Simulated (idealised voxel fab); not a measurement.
You're looking at the process module voxel double patterning.
165 nm wide, 5 nm square cells: that's cross-section cut.
Format of a cross-section: grid, square cells. Given as bands. Order: top down. Band: one or more rows of cells.
Each band's line starts with the height of the band's top and of its bottom, in nm. Then come its materials from left to right, each with its width in nm. One material with "all across" fills the band from edge to edge. "empty" is empty space.
Basically, 0 is our baseline, since under it the wafer straight out of the box is all one material. The bottom band has no lower end and keeps on going down, so it looks like "top 0, no bottom".
When a width is written as two numbers, as in "30..40", the first number is the width in the top row of cells of the band and the second is the width in its bottom row, and the width changes by the same amount from each row to the next.
When a step is marked "nothing altered", none of the cells in the cross-section changed during that step.
The entry "Enclosed empty spaces" lists the empty spaces that cover at least 8 cells and have no open path to the top. Each is written as width x height at distance, where the distance is measured from the left edge and all three values are in nm.
after a step's settings: what the simulator itself notes on the step
overlay nm: where the mask lay relative to plan, measured to the right, on steps with a mask; negatives go left.

Process steps foreseen in the plan:
| 1 | RECEIVE [material Si] |
| 2 | CONFORMAL_DEP [material SiO2] [thk nm 10] |
| 3 | DIRECTIONAL_DEP [material TiN] [thk nm 20] |
| 4 | DIRECTIONAL_DEP [material SiCN] [thk nm 5] |
| 5 | DIRECTIONAL_DEP [material aC] [thk nm 15] |
| 6 | PATTERN [tone open] [mask id FIRST] [material resist] [width nm 15] [pitch nm 50] [thk nm 35] [overlay nm 0] |
| 7 | DIRECTIONAL_ETCH [etch materials aC] [depth nm 15] |
| 8 | STRIP [etch materials resist] |
| 9 | DIRECTIONAL_ETCH [etch materials SiCN] [depth nm 5] |
| 10 | STRIP [etch materials aC] |
| 11 | PATTERN [tone open] [mask id SECOND] [material resist] [width nm 15] [pitch nm 50] [thk nm 20] [overlay nm 0] |
| 12 | DIRECTIONAL_ETCH [etch materials SiCN] [depth nm 5] |
| 13 | STRIP [etch materials resist] |
| 14 | DIRECTIONAL_ETCH [etch materials TiN] [depth nm 20] |
| 15 | STRIP [etch materials SiCN] |

Received-state cross-section, reflecting completion of step 1:
    top 0, no bottom | Si all across
    Enclosed empty spaces: none

Cross-sectional image of the first of two wafers at the end of the module, the run having proceeded as planned:
    top 30, bottom 10 | TiN 25  empty 15  TiN 10  empty 15  TiN 10  empty 15  TiN 10  empty 15  TiN 10  empty 15  TiN 25
    top 10, bottom 0 | SiO2 all across
    top 0, no bottom | Si all across
    Enclosed empty spaces: none

Cross-section of the latter of the two wafers at module completion. It had an identical start and an identical plan to the former; in running it, one mistake was made:
    top 20, bottom 0 | TiN 25  empty 15  TiN 10  empty 15  TiN 10  empty 15  TiN 10  empty 15  TiN 10  empty 15  TiN 25
    top 0, no bottom | Si all across
    Enclosed empty spaces: none
Want to know what went wrong? plan step 2 was not performed, having been skipped
Count the cells at the end and the second wafer has more or fewer of some materials than the first: SiO2: 66 fewer
